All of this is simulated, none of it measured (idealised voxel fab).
The document below concerns the process module designated voxel double patterning.
Section shown: cut. Width: 210 nm. Cell size: 5 nm, square.
Square cells in a grid make up a cross-section in this document, and the grid is given as bands, listed from the top down, each one or more rows of cells. What a band's entry tells you: where the top is and where the bottom is, as heights in nm, and after that what lies inside, material by material from left to right, each with its width in nm. Empty space is written as the word "empty", and a single material marked with the word "edge to edge" occupies the band from edge to edge. Below 0: as-received wafer, all one material; heights counted from there. Lowest band: no bottom, goes on down, written "0 down". Width: "30..40" (first number = top row, second number = bottom row, same change from row to row of cells). Step note "no modifications" = no cross-section cell changed. Closed empty spaces (no open way to the top) of 8 cells or more are what "Closed cavities" lists, each as width x height at distance from the left edge, nm for all three. Heads up: the bit after the settings on a step's line is the simulator's remark on that step. A step line may carry the setting "overlay nm", which, for steps involving a mask, states the distance by which the mask lay to the right of its intended position; negative values denote displacement to the left.
### Planned process steps
1,RECEIVE [material Si]
2,CONFORMAL_DEP [material SiO2] [thk nm 10]
3,DIRECTIONAL_DEP [material polySi] [thk nm 10]
4,DIRECTIONAL_DEP [material SiN] [thk nm 10]
5,DIRECTIONAL_DEP [material aC] [thk nm 10]
6,PATTERN [tone open] [mask id FIRST] [material resist] [width nm 15] [pitch nm 50] [thk nm 25] [overlay nm 0]
7,DIRECTIONAL_ETCH [etch materials aC] [depth nm 10]
8,STRIP [etch materials resist]
9,DIRECTIONAL_ETCH [etch materials SiN] [depth nm 10]
10,STRIP [etch materials aC]
11,MASKED_ETCH [tone open] [mask id SECOND] [width nm 15] [pitch nm 50] [etch materials SiN] [depth nm 10] [overlay nm 0]
12,DIRECTIONAL_ETCH [etch materials polySi] [depth nm 10]
13,STRIP [etch materials SiN]
### as received, after step 1
	0 down | Si edge to edge
	Closed cavities: none
### Cross-section: first of two wafers, module finished, run according to plan
	20 to 10 | polySi: 45; empty: 15; polySi: 10; empty: 15; polySi: 10; empty: 15; polySi: 10; empty: 15; polySi: 10; empty: 15; polySi: 50
	10 to 0 | SiO2 edge to edge
	0 down | Si edge to edge
	Closed cavities: none
### Presented here is a cross-section of the second of the two wafers as it stood at the end of the module. It was started in the same manner and assigned the same plan as the first wafer; however, one mistake was made in its execution
	20 to 10 | empty: 45; polySi: 15; empty: 35; polySi: 15; empty: 35; polySi: 15; empty: 50
	10 to 0 | SiO2 edge to edge
	0 down | Si edge to edge
	Closed cavities: none
What was the processing mistake? step 6 changed vs plan, executed as PATTERN [tone cover] [mask id FIRST] [material resist] [width nm 15] [pitch nm 50] [thk nm 25] [overlay nm 0]
Final cells, second wafer relative to first, materials higher or lower: 36 fewer of polySi
